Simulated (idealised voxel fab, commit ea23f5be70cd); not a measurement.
process module | voxel transistor to metal
cross-section cut | 195 nm wide | cells 5 nm
A cross-section is a grid of square cells, given in bands from the top down. A band is one or more rows of cells.
Each band's line starts with the height of the band's top and of its bottom, in nm. Then come its materials from left to right, each with its width in nm. One material with "throughout" fills the band from edge to edge. "air" is empty space.
Height 0 is the level under which the wafer as received is all one material. The lowest band goes on downwards, as in "0 down".
A width such as "30 to 40" changes by the same amount from each row of cells to the next, from the band's top row to its bottom row.
"no change" after a step means that no cell of the cross-section changed.
closed voids: empty space of 8 cells or more with no open way to the top, each as width x height at its distance from the left edge, in nm
after a step's settings: what the simulator itself notes on the step
overlay nm, on a step with a mask: how far to the right of its planned place the mask lay; to the left if negative
plan
1 op RECEIVE | material Si
2 op CONFORMAL_DEP | material SiO2 | thk nm 5
3 op CONFORMAL_DEP | material SiN | thk nm 10
4 op DIRECTIONAL_DEP | material aC | thk nm 15
5 op PATTERN | tone cover | mask id ACTIVE | material resist | width nm 105 | thk nm 35 | overlay nm 0
6 op DIRECTIONAL_ETCH | etch materials aC | depth nm 15
7 op STRIP | etch materials resist
8 op DIRECTIONAL_ETCH | etch materials SiN | depth nm 10
9 op DIRECTIONAL_ETCH | etch materials SiO2 | depth nm 5
10 op DIRECTIONAL_ETCH | etch materials Si | depth nm 25
11 op STRIP | etch materials aC
12 op OXIDIZE | depth nm 5
13 op FILL_DEP | material SiO2 | thk nm 10
14 op CMP | height nm 15
15 op SELECTIVE_ETCH | etch materials SiO2 | depth nm 5
16 op STRIP | etch materials SiN
17 op SELECTIVE_ETCH | etch materials SiO2 | depth nm 5
18 op OXIDIZE | depth nm 5
19 op DIRECTIONAL_DEP | material polySi | thk nm 20
20 op DIRECTIONAL_DEP | material SiCN | thk nm 15
21 op DIRECTIONAL_DEP | material aC | thk nm 10
22 op PATTERN | tone cover | mask id GATE | material resist | width nm 25 | thk nm 30 | overlay nm 0
23 op DIRECTIONAL_ETCH | etch materials aC | depth nm 10
24 op STRIP | etch materials resist
25 op DIRECTIONAL_ETCH | etch materials SiCN | depth nm 25
26 op DIRECTIONAL_ETCH | etch materials polySi | depth nm 30
27 op STRIP | etch materials aC
28 op CONFORMAL_DEP | material SiN | thk nm 5
29 op DIRECTIONAL_ETCH | etch materials SiN | depth nm 5
30 op DIRECTIONAL_ETCH | etch materials SiO2 | depth nm 5
31 op DIRECTIONAL_ETCH | etch materials Si | depth nm 10
32 op EPI | material SiGe | thk nm 15
33 op FILL_DEP | material SiO2 | thk nm 10
34 op CMP | height nm 20
35 op STRIP | etch materials polySi
36 op SELECTIVE_ETCH | etch materials SiO2 | depth nm 5
37 op CONFORMAL_DEP | material HfO2 | thk nm 5
38 op CONFORMAL_DEP | material TiN | thk nm 5
39 op FILL_DEP | material W | thk nm 10
40 op CMP | height nm 15
41 op DIRECTIONAL_DEP | material SiO2 | thk nm 10
42 op MASKED_ETCH | tone open | mask id CONTACT | width nm 15 | pitch nm 80 | etch materials SiO2 | depth nm 25 | overlay nm 0
43 op CONFORMAL_DEP | material TiN | thk nm 5
44 op FILL_DEP | material W | thk nm 5
45 op CMP | height nm 25
46 op DIRECTIONAL_DEP | material TiN | thk nm 5
47 op DIRECTIONAL_DEP | material W | thk nm 15
48 op DIRECTIONAL_DEP | material aC | thk nm 15
49 op PATTERN | tone cover | mask id METAL_1 | material resist | width nm 15 | pitch nm 80 | thk nm 35 | overlay nm 0
50 op DIRECTIONAL_ETCH | etch materials aC | depth nm 15
51 op STRIP | etch materials resist
52 op DIRECTIONAL_ETCH | etch materials W | depth nm 15
53 op DIRECTIONAL_ETCH | etch materials TiN | depth nm 5
54 op STRIP | etch materials aC
55 op FILL_DEP | material SiO2 | thk nm 10
56 op CMP | height nm 45
57 op CONFORMAL_DEP | material SiCN | thk nm 5
58 op DIRECTIONAL_DEP | material SiO2 | thk nm 30
59 op DIRECTIONAL_DEP | material aC | thk nm 15
60 op PATTERN | tone open | mask id METAL_2 | material resist | width nm 15 | pitch nm 80 | thk nm 35 | overlay nm 0
61 op DIRECTIONAL_ETCH | etch materials aC | depth nm 15
62 op STRIP | etch materials resist
63 op DIRECTIONAL_ETCH | etch materials SiO2 | depth nm 20
64 op STRIP | etch materials aC
65 op PATTERN | tone open | mask id METAL_2_HOLES | material resist | width nm 15 | pitch nm 80 | thk nm 15 | overlay nm 0
66 op DIRECTIONAL_ETCH | etch materials SiO2 | depth nm 10
67 op DIRECTIONAL_ETCH | etch materials SiCN | depth nm 5
68 op STRIP | etch materials resist
69 op CONFORMAL_DEP | material TiN | thk nm 5
70 op FILL_DEP | material Ru | thk nm 10
71 op CMP | height nm 80
72 op CONFORMAL_DEP | material SiCN | thk nm 5
first wafer, as planned
as received, after step 1
  0 down: Si throughout
  closed voids: none
after step 2
  5 to 0: SiO2 throughout
  below 0: unchanged
after step 3
  15 to 5: SiN throughout
  below 5: unchanged
after step 4
  30 to 15: aC throughout
  below 15: unchanged
after step 5
  65 to 30: air 45 | resist 105 | air 45
  below 30: unchanged
after step 6
  50 to 30: air 45 | resist 105 | air 45
  30 to 15: air 45 | aC 105 | air 45
  below 15: unchanged
after step 7
  30 to 15: air 45 | aC 105 | air 45
  below 15: unchanged
after step 8
  30 to 15: air 45 | aC 105 | air 45
  15 to 5: air 45 | SiN 105 | air 45
  below 5: unchanged
after step 9
  30 to 15: air 45 | aC 105 | air 45
  15 to 5: air 45 | SiN 105 | air 45
  5 to 0: air 45 | SiO2 105 | air 45
  below 0: unchanged
after step 10
  30 to 15: air 45 | aC 105 | air 45
  15 to 5: air 45 | SiN 105 | air 45
  5 to 0: air 45 | SiO2 105 | air 45
  0 to -25: air 45 | Si 105 | air 45
  below -25: unchanged
after step 11
  15 to 5: air 45 | SiN 105 | air 45
  below 5: unchanged
after step 12
  15 to 5: air 45 | SiN 105 | air 45
  5 to 0: air 45 | SiO2 105 | air 45
  0 to -25: air 45 | SiO2 5 | Si 95 | SiO2 5 | air 45
  -25 to -30: SiO2 50 | Si 95 | SiO2 50
  below -30: unchanged
after step 13
  25 to 15: SiO2 throughout
  15 to 5: SiO2 45 | SiN 105 | SiO2 45
  5 to 0: SiO2 throughout
  0 to -30: SiO2 50 | Si 95 | SiO2 50
  below -30: unchanged
after step 14
  15 to 5: SiO2 45 | SiN 105 | SiO2 45
  below 5: unchanged
after step 15
  15 to 10: air 45 | SiN 105 | air 45
  below 10: unchanged
after step 16
  10 to 5: SiO2 45 | air 105 | SiO2 45
  below 5: unchanged
after step 17
  5 to 0: SiO2 40 | air 115 | SiO2 40
  below 0: unchanged
after step 18
  5 to 0: SiO2 40 | air 115 | SiO2 40
  0 to -5: SiO2 throughout
  below -5: unchanged
after step 19
  25 to 20: polySi 40 | air 115 | polySi 40
  20 to 5: polySi throughout
  5 to 0: SiO2 40 | polySi 115 | SiO2 40
  below 0: unchanged
after step 20
  40 to 35: SiCN 40 | air 115 | SiCN 40
  35 to 25: SiCN throughout
  25 to 20: polySi 40 | SiCN 115 | polySi 40
  below 20: unchanged
after step 21
  50 to 45: aC 40 | air 115 | aC 40
  45 to 40: aC throughout
  40 to 35: SiCN 40 | aC 115 | SiCN 40
  below 35: unchanged
after step 22
  80 to 50: air 85 | resist 25 | air 85
  50 to 45: aC 40 | air 45 | resist 25 | air 45 | aC 40
  below 45: unchanged
after step 23
  70 to 45: air 85 | resist 25 | air 85
  45 to 40: air 85 | aC 25 | air 85
  40 to 35: SiCN 40 | air 45 | aC 25 | air 45 | SiCN 40
  below 35: unchanged
after step 24
  45 to 40: air 85 | aC 25 | air 85
  below 40: unchanged
after step 25
  45 to 35: air 85 | aC 25 | air 85
  35 to 25: air 85 | SiCN 25 | air 85
  25 to 20: polySi 40 | air 45 | SiCN 25 | air 45 | polySi 40
  below 20: unchanged
after step 26
  45 to 35: air 85 | aC 25 | air 85
  35 to 20: air 85 | SiCN 25 | air 85
  20 to 5: air 85 | polySi 25 | air 85
  5 to 0: SiO2 40 | air 45 | polySi 25 | air 45 | SiO2 40
  below 0: unchanged
after step 27
  35 to 20: air 85 | SiCN 25 | air 85
  below 20: unchanged
after step 28
  40 to 35: air 80 | SiN 35 | air 80
  35 to 20: air 80 | SiN 5 | SiCN 25 | SiN 5 | air 80
  20 to 10: air 80 | SiN 5 | polySi 25 | SiN 5 | air 80
  10 to 5: SiN 45 | air 35 | SiN 5 | polySi 25 | SiN 5 | air 35 | SiN 45
  5 to 0: SiO2 40 | SiN 45 | polySi 25 | SiN 45 | SiO2 40
  below 0: unchanged
after step 29
  35 to 20: air 80 | SiN 5 | SiCN 25 | SiN 5 | air 80
  20 to 5: air 80 | SiN 5 | polySi 25 | SiN 5 | air 80
  5 to 0: SiO2 40 | SiN 5 | air 35 | SiN 5 | polySi 25 | SiN 5 | air 35 | SiN 5 | SiO2 40
  below 0: unchanged
after step 30
  35 to 20: air 80 | SiN 5 | SiCN 25 | SiN 5 | air 80
  20 to 5: air 80 | SiN 5 | polySi 25 | SiN 5 | air 80
  5 to 0: air 40 | SiN 5 | air 35 | SiN 5 | polySi 25 | SiN 5 | air 35 | SiN 5 | air 40
  0 to -5: SiO2 45 | air 35 | SiO2 35 | air 35 | SiO2 45
  below -5: unchanged
after step 31
  35 to 20: air 80 | SiN 5 | SiCN 25 | SiN 5 | air 80
  20 to 5: air 80 | SiN 5 | polySi 25 | SiN 5 | air 80
  5 to 0: air 40 | SiN 5 | air 35 | SiN 5 | polySi 25 | SiN 5 | air 35 | SiN 5 | air 40
  0 to -5: SiO2 45 | air 35 | SiO2 35 | air 35 | SiO2 45
  -5 to -15: SiO2 50 | air 30 | Si 35 | air 30 | SiO2 50
  below -15: unchanged
after step 32
  35 to 20: air 80 | SiN 5 | SiCN 25 | SiN 5 | air 80
  20 to 10: air 80 | SiN 5 | polySi 25 | SiN 5 | air 80
  10 to 5: air 65 | SiGe 15 | SiN 5 | polySi 25 | SiN 5 | SiGe 15 | air 65
  5 to 0: air 40 | SiN 5 | air 20 | SiGe 15 | SiN 5 | polySi 25 | SiN 5 | SiGe 15 | air 20 | SiN 5 | air 40
  0 to -5: SiO2 45 | SiGe 35 | SiO2 35 | SiGe 35 | SiO2 45
  -5 to -15: SiO2 50 | SiGe 30 | Si 35 | SiGe 30 | SiO2 50
  below -15: unchanged
after step 33
  45 to 35: SiO2 throughout
  35 to 20: SiO2 80 | SiN 5 | SiCN 25 | SiN 5 | SiO2 80
  20 to 10: SiO2 80 | SiN 5 | polySi 25 | SiN 5 | SiO2 80
  10 to 5: SiO2 65 | SiGe 15 | SiN 5 | polySi 25 | SiN 5 | SiGe 15 | SiO2 65
  5 to 0: SiO2 40 | SiN 5 | SiO2 20 | SiGe 15 | SiN 5 | polySi 25 | SiN 5 | SiGe 15 | SiO2 20 | SiN 5 | SiO2 40
  below 0: unchanged
after step 34
  20 to 10: SiO2 80 | SiN 5 | polySi 25 | SiN 5 | SiO2 80
  below 10: unchanged
after step 35
  20 to 10: SiO2 80 | SiN 5 | air 25 | SiN 5 | SiO2 80
  10 to 5: SiO2 65 | SiGe 15 | SiN 5 | air 25 | SiN 5 | SiGe 15 | SiO2 65
  5 to 0: SiO2 40 | SiN 5 | SiO2 20 | SiGe 15 | SiN 5 | air 25 | SiN 5 | SiGe 15 | SiO2 20 | SiN 5 | SiO2 40
  below 0: unchanged
after step 36
  20 to 15: air 80 | SiN 5 | air 25 | SiN 5 | air 80
  15 to 10: SiO2 80 | SiN 5 | air 25 | SiN 5 | SiO2 80
  10 to 5: SiO2 65 | SiGe 15 | SiN 5 | air 25 | SiN 5 | SiGe 15 | SiO2 65
  5 to 0: SiO2 40 | SiN 5 | SiO2 20 | SiGe 15 | SiN 5 | air 25 | SiN 5 | SiGe 15 | SiO2 20 | SiN 5 | SiO2 40
  0 to -5: SiO2 45 | SiGe 35 | air 35 | SiGe 35 | SiO2 45
  below -5: unchanged
after step 37
  25 to 20: air 75 | HfO2 15 | air 15 | HfO2 15 | air 75
  20 to 15: HfO2 80 | SiN 5 | HfO2 5 | air 15 | HfO2 5 | SiN 5 | HfO2 80
  15 to 10: SiO2 80 | SiN 5 | HfO2 5 | air 15 | HfO2 5 | SiN 5 | SiO2 80
  10 to 5: SiO2 65 | SiGe 15 | SiN 5 | HfO2 5 | air 15 | HfO2 5 | SiN 5 | SiGe 15 | SiO2 65
  5 to 0: SiO2 40 | SiN 5 | SiO2 20 | SiGe 15 | SiN 5 | HfO2 5 | air 15 | HfO2 5 | SiN 5 | SiGe 15 | SiO2 20 | SiN 5 | SiO2 40
  0 to -5: SiO2 45 | SiGe 35 | HfO2 35 | SiGe 35 | SiO2 45
  below -5: unchanged
after step 38
  30 to 25: air 70 | TiN 25 | air 5 | TiN 25 | air 70
  25 to 20: TiN 75 | HfO2 15 | TiN 5 | air 5 | TiN 5 | HfO2 15 | TiN 75
  20 to 15: HfO2 80 | SiN 5 | HfO2 5 | TiN 5 | air 5 | TiN 5 | HfO2 5 | SiN 5 | HfO2 80
  15 to 10: SiO2 80 | SiN 5 | HfO2 5 | TiN 5 | air 5 | TiN 5 | HfO2 5 | SiN 5 | SiO2 80
  10 to 5: SiO2 65 | SiGe 15 | SiN 5 | HfO2 5 | TiN 5 | air 5 | TiN 5 | HfO2 5 | SiN 5 | SiGe 15 | SiO2 65
  5 to 0: SiO2 40 | SiN 5 | SiO2 20 | SiGe 15 | SiN 5 | HfO2 5 | TiN 15 | HfO2 5 | SiN 5 | SiGe 15 | SiO2 20 | SiN 5 | SiO2 40
  below 0: unchanged
after step 39
  40 to 30: W throughout
  30 to 25: W 70 | TiN 25 | W 5 | TiN 25 | W 70
  25 to 20: TiN 75 | HfO2 15 | TiN 5 | W 5 | TiN 5 | HfO2 15 | TiN 75
  20 to 15: HfO2 80 | SiN 5 | HfO2 5 | TiN 5 | W 5 | TiN 5 | HfO2 5 | SiN 5 | HfO2 80
  15 to 10: SiO2 80 | SiN 5 | HfO2 5 | TiN 5 | W 5 | TiN 5 | HfO2 5 | SiN 5 | SiO2 80
  10 to 5: SiO2 65 | SiGe 15 | SiN 5 | HfO2 5 | TiN 5 | W 5 | TiN 5 | HfO2 5 | SiN 5 | SiGe 15 | SiO2 65
  below 5: unchanged
after step 40
  15 to 10: SiO2 80 | SiN 5 | HfO2 5 | TiN 5 | W 5 | TiN 5 | HfO2 5 | SiN 5 | SiO2 80
  below 10: unchanged
after step 41
  25 to 15: SiO2 throughout
  below 15: unchanged
after step 42
  25 to 15: SiO2 50 | air 15 | SiO2 65 | air 15 | SiO2 50
  15 to 10: SiO2 50 | air 15 | SiO2 15 | SiN 5 | HfO2 5 | TiN 5 | W 5 | TiN 5 | HfO2 5 | SiN 5 | SiO2 15 | air 15 | SiO2 50
  10 to 5: SiO2 50 | air 15 | SiGe 15 | SiN 5 | HfO2 5 | TiN 5 | W 5 | TiN 5 | HfO2 5 | SiN 5 | SiGe 15 | air 15 | SiO2 50
  5 to 0: SiO2 40 | SiN 5 | SiO2 5 | air 15 | SiGe 15 | SiN 5 | HfO2 5 | TiN 15 | HfO2 5 | SiN 5 | SiGe 15 | air 15 | SiO2 5 | SiN 5 | SiO2 40
  below 0: unchanged
after step 43
  30 to 25: TiN 55 | air 5 | TiN 75 | air 5 | TiN 55
  25 to 15: SiO2 50 | TiN 5 | air 5 | TiN 5 | SiO2 65 | TiN 5 | air 5 | TiN 5 | SiO2 50
  15 to 10: SiO2 50 | TiN 5 | air 5 | TiN 5 | SiO2 15 | SiN 5 | HfO2 5 | TiN 5 | W 5 | TiN 5 | HfO2 5 | SiN 5 | SiO2 15 | TiN 5 | air 5 | TiN 5 | SiO2 50
  10 to 5: SiO2 50 | TiN 5 | air 5 | TiN 5 | SiGe 15 | SiN 5 | HfO2 5 | TiN 5 | W 5 | TiN 5 | HfO2 5 | SiN 5 | SiGe 15 | TiN 5 | air 5 | TiN 5 | SiO2 50
  5 to 0: SiO2 40 | SiN 5 | SiO2 5 | TiN 15 | SiGe 15 | SiN 5 | HfO2 5 | TiN 15 | HfO2 5 | SiN 5 | SiGe 15 | TiN 15 | SiO2 5 | SiN 5 | SiO2 40
  below 0: unchanged
after step 44
  35 to 30: W throughout
  30 to 25: TiN 55 | W 5 | TiN 75 | W 5 | TiN 55
  25 to 15: SiO2 50 | TiN 5 | W 5 | TiN 5 | SiO2 65 | TiN 5 | W 5 | TiN 5 | SiO2 50
  15 to 10: SiO2 50 | TiN 5 | W 5 | TiN 5 | SiO2 15 | SiN 5 | HfO2 5 | TiN 5 | W 5 | TiN 5 | HfO2 5 | SiN 5 | SiO2 15 | TiN 5 | W 5 | TiN 5 | SiO2 50
  10 to 5: SiO2 50 | TiN 5 | W 5 | TiN 5 | SiGe 15 | SiN 5 | HfO2 5 | TiN 5 | W 5 | TiN 5 | HfO2 5 | SiN 5 | SiGe 15 | TiN 5 | W 5 | TiN 5 | SiO2 50
  below 5: unchanged
after step 45
  25 to 15: SiO2 50 | TiN 5 | W 5 | TiN 5 | SiO2 65 | TiN 5 | W 5 | TiN 5 | SiO2 50
  below 15: unchanged
after step 46
  30 to 25: TiN throughout
  below 25: unchanged
after step 47
  45 to 30: W throughout
  below 30: unchanged
after step 48
  60 to 45: aC throughout
  below 45: unchanged
after step 49
  95 to 60: air 50 | resist 15 | air 65 | resist 15 | air 50
  below 60: unchanged
after step 50
  80 to 60: air 50 | resist 15 | air 65 | resist 15 | air 50
  60 to 45: air 50 | aC 15 | air 65 | aC 15 | air 50
  below 45: unchanged
after step 51
  60 to 45: air 50 | aC 15 | air 65 | aC 15 | air 50
  below 45: unchanged
after step 52
  60 to 45: air 50 | aC 15 | air 65 | aC 15 | air 50
  45 to 30: air 50 | W 15 | air 65 | W 15 | air 50
  below 30: unchanged
after step 53
  60 to 45: air 50 | aC 15 | air 65 | aC 15 | air 50
  45 to 30: air 50 | W 15 | air 65 | W 15 | air 50
  30 to 25: air 50 | TiN 15 | air 65 | TiN 15 | air 50
  below 25: unchanged
after step 54
  45 to 30: air 50 | W 15 | air 65 | W 15 | air 50
  below 30: unchanged
after step 55
  55 to 45: SiO2 throughout
  45 to 30: SiO2 50 | W 15 | SiO2 65 | W 15 | SiO2 50
  30 to 25: SiO2 50 | TiN 15 | SiO2 65 | TiN 15 | SiO2 50
  below 25: unchanged
after step 56
  45 to 30: SiO2 50 | W 15 | SiO2 65 | W 15 | SiO2 50
  below 30: unchanged
after step 57
  50 to 45: SiCN throughout
  below 45: unchanged
after step 58
  80 to 50: SiO2 throughout
  below 50: unchanged
after step 59
  95 to 80: aC throughout
  below 80: unchanged
after step 60
  130 to 95: resist 50 | air 15 | resist 65 | air 15 | resist 50
  below 95: unchanged
after step 61
  115 to 95: resist 50 | air 15 | resist 65 | air 15 | resist 50
  95 to 80: aC 50 | air 15 | aC 65 | air 15 | aC 50
  below 80: unchanged
after step 62
  95 to 80: aC 50 | air 15 | aC 65 | air 15 | aC 50
  below 80: unchanged
after step 63
  95 to 80: aC 50 | air 15 | aC 65 | air 15 | aC 50
  80 to 60: SiO2 50 | air 15 | SiO2 65 | air 15 | SiO2 50
  below 60: unchanged
after step 64
  80 to 60: SiO2 50 | air 15 | SiO2 65 | air 15 | SiO2 50
  below 60: unchanged
after step 65
  95 to 80: resist 50 | air 15 | resist 65 | air 15 | resist 50
  below 80: unchanged
after step 66
  95 to 80: resist 50 | air 15 | resist 65 | air 15 | resist 50
  80 to 50: SiO2 50 | air 15 | SiO2 65 | air 15 | SiO2 50
  below 50: unchanged
after step 67
  95 to 80: resist 50 | air 15 | resist 65 | air 15 | resist 50
  80 to 50: SiO2 50 | air 15 | SiO2 65 | air 15 | SiO2 50
  50 to 45: SiCN 50 | air 15 | SiCN 65 | air 15 | SiCN 50
  below 45: unchanged
after step 68
  80 to 50: SiO2 50 | air 15 | SiO2 65 | air 15 | SiO2 50
  below 50: unchanged
after step 69
  85 to 80: TiN 55 | air 5 | TiN 75 | air 5 | TiN 55
  80 to 50: SiO2 50 | TiN 5 | air 5 | TiN 5 | SiO2 65 | TiN 5 | air 5 | TiN 5 | SiO2 50
  50 to 45: SiCN 50 | TiN 15 | SiCN 65 | TiN 15 | SiCN 50
  below 45: unchanged
after step 70
  95 to 85: Ru throughout
  85 to 80: TiN 55 | Ru 5 | TiN 75 | Ru 5 | TiN 55
  80 to 50: SiO2 50 | TiN 5 | Ru 5 | TiN 5 | SiO2 65 | TiN 5 | Ru 5 | TiN 5 | SiO2 50
  below 50: unchanged
after step 71
  80 to 50: SiO2 50 | TiN 5 | Ru 5 | TiN 5 | SiO2 65 | TiN 5 | Ru 5 | TiN 5 | SiO2 50
  below 50: unchanged
after step 72
  85 to 80: SiCN throughout
  below 80: unchanged
second wafer: like start, like plan, one mistake. Through step 18 it matches the first wafer
when step 19 should have ended
  25 to 20: SiN 40 | air 115 | SiN 40
  20 to 5: SiN throughout
  5 to 0: SiO2 40 | SiN 115 | SiO2 40
  below 0: unchanged
when step 20 should have ended
  40 to 35: SiCN 40 | air 115 | SiCN 40
  35 to 25: SiCN throughout
  25 to 20: SiN 40 | SiCN 115 | SiN 40
  below 20: unchanged
when step 21 should have ended
  50 to 45: aC 40 | air 115 | aC 40
  45 to 40: aC throughout
  40 to 35: SiCN 40 | aC 115 | SiCN 40
  below 35: unchanged
when step 22 should have ended
  80 to 50: air 85 | resist 25 | air 85
  50 to 45: aC 40 | air 45 | resist 25 | air 45 | aC 40
  below 45: unchanged
when step 23 should have ended
  70 to 45: air 85 | resist 25 | air 85
  45 to 40: air 85 | aC 25 | air 85
  40 to 35: SiCN 40 | air 45 | aC 25 | air 45 | SiCN 40
  below 35: unchanged
when step 24 should have ended
  45 to 40: air 85 | aC 25 | air 85
  below 40: unchanged
when step 25 should have ended
  45 to 35: air 85 | aC 25 | air 85
  35 to 25: air 85 | SiCN 25 | air 85
  25 to 20: SiN 40 | air 45 | SiCN 25 | air 45 | SiN 40
  below 20: unchanged
when step 26 should have ended: no change
when step 27 should have ended
  35 to 25: air 85 | SiCN 25 | air 85
  below 25: unchanged
when step 28 should have ended
  40 to 35: air 80 | SiN 35 | air 80
  35 to 30: air 80 | SiN 5 | SiCN 25 | SiN 5 | air 80
  30 to 25: SiN 45 | air 35 | SiN 5 | SiCN 25 | SiN 5 | air 35 | SiN 45
  25 to 20: SiN 85 | SiCN 25 | SiN 85
  below 20: unchanged
when step 29 should have ended
  35 to 25: air 80 | SiN 5 | SiCN 25 | SiN 5 | air 80
  25 to 20: SiN 45 | air 35 | SiN 5 | SiCN 25 | SiN 5 | air 35 | SiN 45
  below 20: unchanged
when step 30 should have ended: no change
when step 31 should have ended: no change
when step 32 should have ended: no change
when step 33 should have ended
  45 to 35: SiO2 throughout
  35 to 25: SiO2 80 | SiN 5 | SiCN 25 | SiN 5 | SiO2 80
  25 to 20: SiN 45 | SiO2 35 | SiN 5 | SiCN 25 | SiN 5 | SiO2 35 | SiN 45
  below 20: unchanged
when step 34 should have ended
  20 to 5: SiN throughout
  below 5: unchanged
when step 35 should have ended: no change
when step 36 should have ended: no change
when step 37 should have ended
  25 to 20: HfO2 throughout
  below 20: unchanged
when step 38 should have ended
  30 to 25: TiN throughout
  below 25: unchanged
when step 39 should have ended
  40 to 30: W throughout
  below 30: unchanged
when step 40 should have ended
  15 to 5: SiN throughout
  below 5: unchanged
when step 41 should have ended
  25 to 15: SiO2 throughout
  below 15: unchanged
when step 42 should have ended
  25 to 15: SiO2 50 | air 15 | SiO2 65 | air 15 | SiO2 50
  below 15: unchanged
when step 43 should have ended
  30 to 25: TiN 55 | air 5 | TiN 75 | air 5 | TiN 55
  25 to 20: SiO2 50 | TiN 5 | air 5 | TiN 5 | SiO2 65 | TiN 5 | air 5 | TiN 5 | SiO2 50
  20 to 15: SiO2 50 | TiN 15 | SiO2 65 | TiN 15 | SiO2 50
  below 15: unchanged
when step 44 should have ended
  35 to 30: W throughout
  30 to 25: TiN 55 | W 5 | TiN 75 | W 5 | TiN 55
  25 to 20: SiO2 50 | TiN 5 | W 5 | TiN 5 | SiO2 65 | TiN 5 | W 5 | TiN 5 | SiO2 50
  below 20: unchanged
when step 45 should have ended
  25 to 20: SiO2 50 | TiN 5 | W 5 | TiN 5 | SiO2 65 | TiN 5 | W 5 | TiN 5 | SiO2 50
  below 20: unchanged
when step 46 should have ended
  30 to 25: TiN throughout
  below 25: unchanged
when step 47 should have ended
  45 to 30: W throughout
  below 30: unchanged
when step 48 should have ended
  60 to 45: aC throughout
  below 45: unchanged
when step 49 should have ended
  95 to 60: air 50 | resist 15 | air 65 | resist 15 | air 50
  below 60: unchanged
when step 50 should have ended
  80 to 60: air 50 | resist 15 | air 65 | resist 15 | air 50
  60 to 45: air 50 | aC 15 | air 65 | aC 15 | air 50
  below 45: unchanged
when step 51 should have ended
  60 to 45: air 50 | aC 15 | air 65 | aC 15 | air 50
  below 45: unchanged
when step 52 should have ended
  60 to 45: air 50 | aC 15 | air 65 | aC 15 | air 50
  45 to 30: air 50 | W 15 | air 65 | W 15 | air 50
  below 30: unchanged
when step 53 should have ended
  60 to 45: air 50 | aC 15 | air 65 | aC 15 | air 50
  45 to 30: air 50 | W 15 | air 65 | W 15 | air 50
  30 to 25: air 50 | TiN 15 | air 65 | TiN 15 | air 50
  below 25: unchanged
when step 54 should have ended
  45 to 30: air 50 | W 15 | air 65 | W 15 | air 50
  below 30: unchanged
when step 55 should have ended
  55 to 45: SiO2 throughout
  45 to 30: SiO2 50 | W 15 | SiO2 65 | W 15 | SiO2 50
  30 to 25: SiO2 50 | TiN 15 | SiO2 65 | TiN 15 | SiO2 50
  below 25: unchanged
when step 56 should have ended
  45 to 30: SiO2 50 | W 15 | SiO2 65 | W 15 | SiO2 50
  below 30: unchanged
when step 57 should have ended
  50 to 45: SiCN throughout
  below 45: unchanged
when step 58 should have ended
  80 to 50: SiO2 throughout
  below 50: unchanged
when step 59 should have ended
  95 to 80: aC throughout
  below 80: unchanged
when step 60 should have ended
  130 to 95: resist 50 | air 15 | resist 65 | air 15 | resist 50
  below 95: unchanged
when step 61 should have ended
  115 to 95: resist 50 | air 15 | resist 65 | air 15 | resist 50
  95 to 80: aC 50 | air 15 | aC 65 | air 15 | aC 50
  below 80: unchanged
when step 62 should have ended
  95 to 80: aC 50 | air 15 | aC 65 | air 15 | aC 50
  below 80: unchanged
when step 63 should have ended
  95 to 80: aC 50 | air 15 | aC 65 | air 15 | aC 50
  80 to 60: SiO2 50 | air 15 | SiO2 65 | air 15 | SiO2 50
  below 60: unchanged
when step 64 should have ended
  80 to 60: SiO2 50 | air 15 | SiO2 65 | air 15 | SiO2 50
  below 60: unchanged
when step 65 should have ended
  95 to 80: resist 50 | air 15 | resist 65 | air 15 | resist 50
  below 80: unchanged
when step 66 should have ended
  95 to 80: resist 50 | air 15 | resist 65 | air 15 | resist 50
  80 to 50: SiO2 50 | air 15 | SiO2 65 | air 15 | SiO2 50
  below 50: unchanged
when step 67 should have ended
  95 to 80: resist 50 | air 15 | resist 65 | air 15 | resist 50
  80 to 50: SiO2 50 | air 15 | SiO2 65 | air 15 | SiO2 50
  50 to 45: SiCN 50 | air 15 | SiCN 65 | air 15 | SiCN 50
  below 45: unchanged
when step 68 should have ended
  80 to 50: SiO2 50 | air 15 | SiO2 65 | air 15 | SiO2 50
  below 50: unchanged
when step 69 should have ended
  85 to 80: TiN 55 | air 5 | TiN 75 | air 5 | TiN 55
  80 to 50: SiO2 50 | TiN 5 | air 5 | TiN 5 | SiO2 65 | TiN 5 | air 5 | TiN 5 | SiO2 50
  50 to 45: SiCN 50 | TiN 15 | SiCN 65 | TiN 15 | SiCN 50
  below 45: unchanged
when step 70 should have ended
  95 to 85: Ru throughout
  85 to 80: TiN 55 | Ru 5 | TiN 75 | Ru 5 | TiN 55
  80 to 50: SiO2 50 | TiN 5 | Ru 5 | TiN 5 | SiO2 65 | TiN 5 | Ru 5 | TiN 5 | SiO2 50
  below 50: unchanged
when step 71 should have ended
  80 to 50: SiO2 50 | TiN 5 | Ru 5 | TiN 5 | SiO2 65 | TiN 5 | Ru 5 | TiN 5 | SiO2 50
  below 50: unchanged
when step 72 should have ended
  85 to 80: SiCN throughout
  below 80: unchanged
what went wrong: step 19 ran as: op DIRECTIONAL_DEP | material SiN | thk nm 20
at the end the second wafer has, in cells: 13 fewer of HfO2 | 24 more of Si | 50 fewer of SiGe | 93 more of SiN | 27 fewer of SiO2 | 19 fewer of TiN | 8 fewer of W
